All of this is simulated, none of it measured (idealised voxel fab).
process module | voxel air gaps
cross-section cut | 140 nm wide | cells 5 nm
A cross-section is a grid of square cells, given in bands from the top down. A band is one or more rows of cells.
Each band's line starts with the height of the band's top and of its bottom, in nm. Then come its materials from left to right, each with its width in nm. One material with "throughout" fills the band from edge to edge. "air" is empty space.
Height 0 is the level under which the wafer as received is all one material. The lowest band goes on downwards, as in "0 down".
A width such as "30 to 40" changes by the same amount from each row of cells to the next, from the band's top row to its bottom row.
"no change" after a step means that no cell of the cross-section changed.
closed voids: empty space of 8 cells or more with no open way to the top, each as width x height at its distance from the left edge, in nm
after a step's settings: what the simulator itself notes on the step
overlay nm, on a step with a mask: how far to the right of its planned place the mask lay; to the left if negative
plan
1 op RECEIVE | material Si
2 op CONFORMAL_DEP | material SiO2 | thk nm 15
3 op CONFORMAL_DEP | material SiN | thk nm 5
4 op DIRECTIONAL_DEP | material SiO2 | thk nm 40
5 op DIRECTIONAL_DEP | material aC | thk nm 10
6 op PATTERN | tone open | mask id LINES | material resist | width nm 15 | pitch nm 40 | thk nm 25 | overlay nm 0
7 op DIRECTIONAL_ETCH | etch materials aC | depth nm 10
8 op STRIP | etch materials resist
9 op DIRECTIONAL_ETCH | etch materials SiO2 | depth nm 40
10 op STRIP | etch materials aC
11 op CONFORMAL_DEP | material TiN | thk nm 5
12 op FILL_DEP | material Ru | thk nm 5
13 op CMP | height nm 60
14 op EPI | material Ru | thk nm 10
15 op SELECTIVE_ETCH | etch materials SiO2 | depth nm 50
16 op CONFORMAL_DEP | material SiCN | thk nm 5
first wafer, as planned
as received, after step 1
  0 down: Si throughout
  closed voids: none
after step 2
  15 to 0: SiO2 throughout
  below 0: unchanged
after step 3
  20 to 15: SiN throughout
  below 15: unchanged
after step 4
  60 to 20: SiO2 throughout
  below 20: unchanged
after step 5
  70 to 60: aC throughout
  below 60: unchanged
after step 6
  95 to 70: resist 20 | air 15 | resist 25 | air 15 | resist 25 | air 15 | resist 25
  below 70: unchanged
after step 7
  85 to 70: resist 20 | air 15 | resist 25 | air 15 | resist 25 | air 15 | resist 25
  70 to 60: aC 20 | air 15 | aC 25 | air 15 | aC 25 | air 15 | aC 25
  below 60: unchanged
after step 8
  70 to 60: aC 20 | air 15 | aC 25 | air 15 | aC 25 | air 15 | aC 25
  below 60: unchanged
after step 9
  70 to 60: aC 20 | air 15 | aC 25 | air 15 | aC 25 | air 15 | aC 25
  60 to 20: SiO2 20 | air 15 | SiO2 25 | air 15 | SiO2 25 | air 15 | SiO2 25
  below 20: unchanged
after step 10
  60 to 20: SiO2 20 | air 15 | SiO2 25 | air 15 | SiO2 25 | air 15 | SiO2 25
  below 20: unchanged
after step 11
  65 to 60: TiN 25 | air 5 | TiN 35 | air 5 | TiN 35 | air 5 | TiN 30
  60 to 25: SiO2 20 | TiN 5 | air 5 | TiN 5 | SiO2 25 | TiN 5 | air 5 | TiN 5 | SiO2 25 | TiN 5 | air 5 | TiN 5 | SiO2 25
  25 to 20: SiO2 20 | TiN 15 | SiO2 25 | TiN 15 | SiO2 25 | TiN 15 | SiO2 25
  below 20: unchanged
after step 12
  70 to 65: Ru throughout
  65 to 60: TiN 25 | Ru 5 | TiN 35 | Ru 5 | TiN 35 | Ru 5 | TiN 30
  60 to 25: SiO2 20 | TiN 5 | Ru 5 | TiN 5 | SiO2 25 | TiN 5 | Ru 5 | TiN 5 | SiO2 25 | TiN 5 | Ru 5 | TiN 5 | SiO2 25
  below 25: unchanged
after step 13
  60 to 25: SiO2 20 | TiN 5 | Ru 5 | TiN 5 | SiO2 25 | TiN 5 | Ru 5 | TiN 5 | SiO2 25 | TiN 5 | Ru 5 | TiN 5 | SiO2 25
  below 25: unchanged
after step 14
  70 to 60: air 10 | Ru 35 | air 5 | Ru 35 | air 5 | Ru 35 | air 15
  below 60: unchanged
after step 15
  70 to 60: air 10 | Ru 35 | air 5 | Ru 35 | air 5 | Ru 35 | air 15
  60 to 25: air 20 | TiN 5 | Ru 5 | TiN 5 | air 25 | TiN 5 | Ru 5 | TiN 5 | air 25 | TiN 5 | Ru 5 | TiN 5 | air 25
  25 to 20: air 20 | TiN 15 | air 25 | TiN 15 | air 25 | TiN 15 | air 25
  below 20: unchanged
after step 16
  75 to 70: air 5 | SiCN 125 | air 10
  70 to 60: air 5 | SiCN 5 | Ru 35 | SiCN 5 | Ru 35 | SiCN 5 | Ru 35 | SiCN 5 | air 10
  60 to 55: air 5 | SiCN 15 | TiN 5 | Ru 5 | TiN 5 | SiCN 25 | TiN 5 | Ru 5 | TiN 5 | SiCN 25 | TiN 5 | Ru 5 | TiN 5 | SiCN 15 | air 10
  55 to 25: air 15 | SiCN 5 | TiN 5 | Ru 5 | TiN 5 | SiCN 5 | air 15 | SiCN 5 | TiN 5 | Ru 5 | TiN 5 | SiCN 5 | air 15 | SiCN 5 | TiN 5 | Ru 5 | TiN 5 | SiCN 5 | air 20
  25 to 20: SiCN 20 | TiN 15 | SiCN 25 | TiN 15 | SiCN 25 | TiN 15 | SiCN 25
  below 20: unchanged
  closed voids: 15 x 30 at 40; 15 x 30 at 80
second wafer: like start, like plan, one mistake. Through step 5 it matches the first wafer
when step 6 should have ended
  95 to 70: resist 25 | air 15 | resist 25 | air 15 | resist 25 | air 15 | resist 20
  below 70: unchanged
when step 7 should have ended
  85 to 70: resist 25 | air 15 | resist 25 | air 15 | resist 25 | air 15 | resist 20
  70 to 60: aC 25 | air 15 | aC 25 | air 15 | aC 25 | air 15 | aC 20
  below 60: unchanged
when step 8 should have ended
  70 to 60: aC 25 | air 15 | aC 25 | air 15 | aC 25 | air 15 | aC 20
  below 60: unchanged
when step 9 should have ended
  70 to 60: aC 25 | air 15 | aC 25 | air 15 | aC 25 | air 15 | aC 20
  60 to 20: SiO2 25 | air 15 | SiO2 25 | air 15 | SiO2 25 | air 15 | SiO2 20
  below 20: unchanged
when step 10 should have ended
  60 to 20: SiO2 25 | air 15 | SiO2 25 | air 15 | SiO2 25 | air 15 | SiO2 20
  below 20: unchanged
when step 11 should have ended
  65 to 60: TiN 30 | air 5 | TiN 35 | air 5 | TiN 35 | air 5 | TiN 25
  60 to 25: SiO2 25 | TiN 5 | air 5 | TiN 5 | SiO2 25 | TiN 5 | air 5 | TiN 5 | SiO2 25 | TiN 5 | air 5 | TiN 5 | SiO2 20
  25 to 20: SiO2 25 | TiN 15 | SiO2 25 | TiN 15 | SiO2 25 | TiN 15 | SiO2 20
  below 20: unchanged
when step 12 should have ended
  70 to 65: Ru throughout
  65 to 60: TiN 30 | Ru 5 | TiN 35 | Ru 5 | TiN 35 | Ru 5 | TiN 25
  60 to 25: SiO2 25 | TiN 5 | Ru 5 | TiN 5 | SiO2 25 | TiN 5 | Ru 5 | TiN 5 | SiO2 25 | TiN 5 | Ru 5 | TiN 5 | SiO2 20
  below 25: unchanged
when step 13 should have ended
  60 to 25: SiO2 25 | TiN 5 | Ru 5 | TiN 5 | SiO2 25 | TiN 5 | Ru 5 | TiN 5 | SiO2 25 | TiN 5 | Ru 5 | TiN 5 | SiO2 20
  below 25: unchanged
when step 14 should have ended
  70 to 60: air 15 | Ru 35 | air 5 | Ru 35 | air 5 | Ru 35 | air 10
  below 60: unchanged
when step 15 should have ended
  70 to 60: air 15 | Ru 35 | air 5 | Ru 35 | air 5 | Ru 35 | air 10
  60 to 25: air 25 | TiN 5 | Ru 5 | TiN 5 | air 25 | TiN 5 | Ru 5 | TiN 5 | air 25 | TiN 5 | Ru 5 | TiN 5 | air 20
  25 to 20: air 25 | TiN 15 | air 25 | TiN 15 | air 25 | TiN 15 | air 20
  below 20: unchanged
when step 16 should have ended
  75 to 70: air 10 | SiCN 125 | air 5
  70 to 60: air 10 | SiCN 5 | Ru 35 | SiCN 5 | Ru 35 | SiCN 5 | Ru 35 | SiCN 5 | air 5
  60 to 55: air 10 | SiCN 15 | TiN 5 | Ru 5 | TiN 5 | SiCN 25 | TiN 5 | Ru 5 | TiN 5 | SiCN 25 | TiN 5 | Ru 5 | TiN 5 | SiCN 15 | air 5
  55 to 25: air 20 | SiCN 5 | TiN 5 | Ru 5 | TiN 5 | SiCN 5 | air 15 | SiCN 5 | TiN 5 | Ru 5 | TiN 5 | SiCN 5 | air 15 | SiCN 5 | TiN 5 | Ru 5 | TiN 5 | SiCN 5 | air 15
  25 to 20: SiCN 25 | TiN 15 | SiCN 25 | TiN 15 | SiCN 25 | TiN 15 | SiCN 20
  below 20: unchanged
  closed voids: 15 x 30 at 45; 15 x 30 at 85
what went wrong: step 6 ran as: op PATTERN | tone open | mask id LINES | material resist | width nm 15 | pitch nm 40 | thk nm 25 | overlay nm 5
at the end the second wafer has, in cells: as many of each material as the first, in other places
